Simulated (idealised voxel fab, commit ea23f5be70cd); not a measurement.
Title: Process Module voxel self aligned vias
We display cut, a cross-section 220 nm in width whose square cells are each 5 nm.
In what follows, cross-sections appear as grids of square cells, described through bands that run from the top down, where every band is one or more rows of cells.
Top height, bottom height, nm. Materials left to right, width each, nm. Single material + "all across" = fills band edge to edge. "air" = empty.
We count height from 0. Below that, the starting wafer is all one material. The lowest band never ends at the bottom but goes on down; see "0 -> down" for how that is written.
A two-number width, for instance "30 to 40", indicates that the width is equal to the first number in the top row of the band and to the second number in the bottom row, and that it changes by a constant amount per row of cells.
The cross-section has no changed cell in any step marked "nothing got changed".
Entry "Entrapped void list" = empty spaces >= 8 cells with no open way to the top; each as width x height at distance, distance from left edge, all nm.
It should be noted that, on the line of a given step, the content following the step's settings is a remark produced by the simulator itself with respect to that step.
Among the settings permitted on a step's line is "overlay nm"; applied to a step with a mask, it specifies the extent to which the mask lay to the right of its planned position, whereas a negative figure signifies a position to the left.

PROCESS STEPS - PLAN
1: RECEIVE: material Si
2: CONFORMAL_DEP: material SiO2, thk nm 10
3: CONFORMAL_DEP: material SiCN, thk nm 5
4: DIRECTIONAL_DEP: material lowk, thk nm 20
5: PATTERN: tone open, mask id LINES, material resist, width nm 25, pitch nm 70, thk nm 15, overlay nm 0
6: DIRECTIONAL_ETCH: etch materials lowk, depth nm 20
7: STRIP: etch materials resist
8: CONFORMAL_DEP: material TiN, thk nm 5
9: FILL_DEP: material W, thk nm 5
10: CMP: height nm 35
11: SELECTIVE_ETCH: etch materials W Ru TiN, depth nm 5
12: FILL_DEP: material SiN, thk nm 5
13: CMP: height nm 35
14: DIRECTIONAL_DEP: material lowk, thk nm 20
15: PATTERN: tone open, mask id VIAS, material resist, width nm 45, thk nm 20, overlay nm 0
16: DIRECTIONAL_ETCH: etch materials lowk, depth nm 20
17: DIRECTIONAL_ETCH: etch materials SiN, depth nm 5
18: STRIP: etch materials resist
19: CONFORMAL_DEP: material TiN, thk nm 5
20: FILL_DEP: material W, thk nm 5
21: CMP: height nm 55
22: CONFORMAL_DEP: material SiCN, thk nm 5

INCOMING WAFER, CROSS-SECTIONAL VIEW, POST STEP 1
    0 -> down | Si all across
    Entrapped void list: none

THE FIRST OF TWO WAFERS, CROSS-SECTIONED AT THE END OF THE MODULE, WITH THE RUN PROCEEDING AS PLANNED
    60 -> 55 | SiCN all across
    55 -> 40 | lowk: 50, then TiN: 5, then W: 35, then TiN: 5, then lowk: 125
    40 -> 35 | lowk: 50, then TiN: 15, then W: 15, then TiN: 15, then lowk: 125
    35 -> 30 | lowk: 60, then TiN: 25, then lowk: 45, then SiN: 25, then lowk: 65
    30 -> 20 | lowk: 60, then TiN: 5, then W: 15, then TiN: 5, then lowk: 45, then TiN: 5, then W: 15, then TiN: 5, then lowk: 65
    20 -> 15 | lowk: 60, then TiN: 25, then lowk: 45, then TiN: 25, then lowk: 65
    15 -> 10 | SiCN all across
    10 -> 0 | SiO2 all across
    0 -> down | Si all across
    Entrapped void list: none

CROSS-SECTIONAL IMAGE OF THE SECOND WAFER OF THE TWO FOLLOWING COMPLETION OF THE MODULE. STARTING STATE AND PROCESS PLAN WERE THE SAME AS FOR THE FIRST WAFER; ONE EXECUTION ERROR OCCURRED
    60 -> 55 | SiCN all across
    55 -> 35 | lowk: 50, then TiN: 5, then W: 35, then TiN: 5, then lowk: 125
    35 -> 30 | SiN: 50, then TiN: 45, then SiN: 125
    30 -> 25 | TiN: 65, then W: 15, then TiN: 55, then W: 15, then TiN: 70
    25 -> 10 | lowk: 60, then TiN: 5, then W: 15, then TiN: 5, then lowk: 45, then TiN: 5, then W: 15, then TiN: 5, then lowk: 65
    10 -> 5 | lowk: 60, then TiN: 25, then lowk: 45, then TiN: 25, then lowk: 65
    5 -> 0 | SiCN all across
    0 -> down | Si all across
    Entrapped void list: none
Where did the run depart from the plan? step 2 from the plan never happened, it was just skipped
Once processing is complete, comparing cell counts shows that the second wafer has more or fewer of certain materials than the first: SiN: 30 more; SiO2: 88 fewer; TiN: 42 more; W: 16 more
